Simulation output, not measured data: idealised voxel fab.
Documented hereafter: the process module known as voxel fin reveal.
Section cut is 205 nm wide and gridded with 5 nm square cells.
Reading order for cross-sections: top band down to bottom band. Underlying form: a grid of square cells. Band size: one or more rows of cells. In this notation a band is specified by the heights of its top and bottom, in that order and in nm, after which its materials appear from left to right, each paired with its width in nm. The word "everywhere" attached to a single material means that material fills the band from edge to edge; the word "air" stands for empty space. Ref level 0: as-received wafer is one material below here. Bottom band extends down with no lower bound ("from 0 down"). Width "30..40": first value at the band's top row of cells, second value at its bottom row, equal change from row to row. The designation "no modifications", where it is given for a processing step, indicates that no cell of the cross-section was altered in the course of that step. "closed voids" contains a list of empty spaces, each no smaller than 8 cells and without an open way to the top, written in the form width x height at distance with the distance from the left edge and all three in nm. What comes after the settings on a step's line is commentary from the simulator itself on that step. When a step includes a mask, the "overlay nm" setting on its line states how far to the right of its planned place that mask lay, and negative values state how far to the left.

**Here's what the planned process steps look like**
step 1: RECEIVE with material Si
step 2: CONFORMAL_DEP with material SiN, thk nm 10
step 3: DIRECTIONAL_DEP with material aC, thk nm 10
step 4: PATTERN with tone cover, mask id FINS, material resist, width nm 15, pitch nm 35, thk nm 30, overlay nm 0
step 5: DIRECTIONAL_ETCH with etch materials aC, depth nm 10
step 6: STRIP with etch materials resist
step 7: DIRECTIONAL_ETCH with etch materials SiN, depth nm 10
step 8: DIRECTIONAL_ETCH with etch materials Si, depth nm 35
step 9: STRIP with etch materials aC
step 10: FILL_DEP with material SiO2, thk nm 5
step 11: CMP with height nm 10
step 12: SELECTIVE_ETCH with etch materials SiO2, depth nm 20
step 13: STRIP with etch materials SiN
step 14: CONFORMAL_DEP with material HfO2, thk nm 5

**This is the cross-section of the wafer as we received it, i.e. after step 1**
- from 0 down | Si everywhere
- closed voids: none

**Here's the wafer cut in cross-section after the module, started and planned just like above, except one thing was done wrong in the run**
- from 5 to 0 | air (60), then HfO2 (25), then air (10), then HfO2 (25), then air (10), then HfO2 (25), then air (50)
- from 0 to -5 | air (60), then HfO2 (5), then Si (15), then HfO2 (5), then air (10), then HfO2 (5), then Si (15), then HfO2 (5), then air (10), then HfO2 (5), then Si (15), then HfO2 (5), then air (50)
- from -5 to -10 | HfO2 (65), then Si (15), then HfO2 (20), then Si (15), then HfO2 (20), then Si (15), then HfO2 (55)
- from -10 to -35 | SiO2 (65), then Si (15), then SiO2 (20), then Si (15), then SiO2 (20), then Si (15), then SiO2 (55)
- from -35 down | Si everywhere
- closed voids: none
In executing the process, a mistake was made relative to the plan: for step 4, the planned setting was not used; the step was instead run as PATTERN with tone cover, mask id FINS, material resist, width nm 15, pitch nm 35, thk nm 30, overlay nm 5
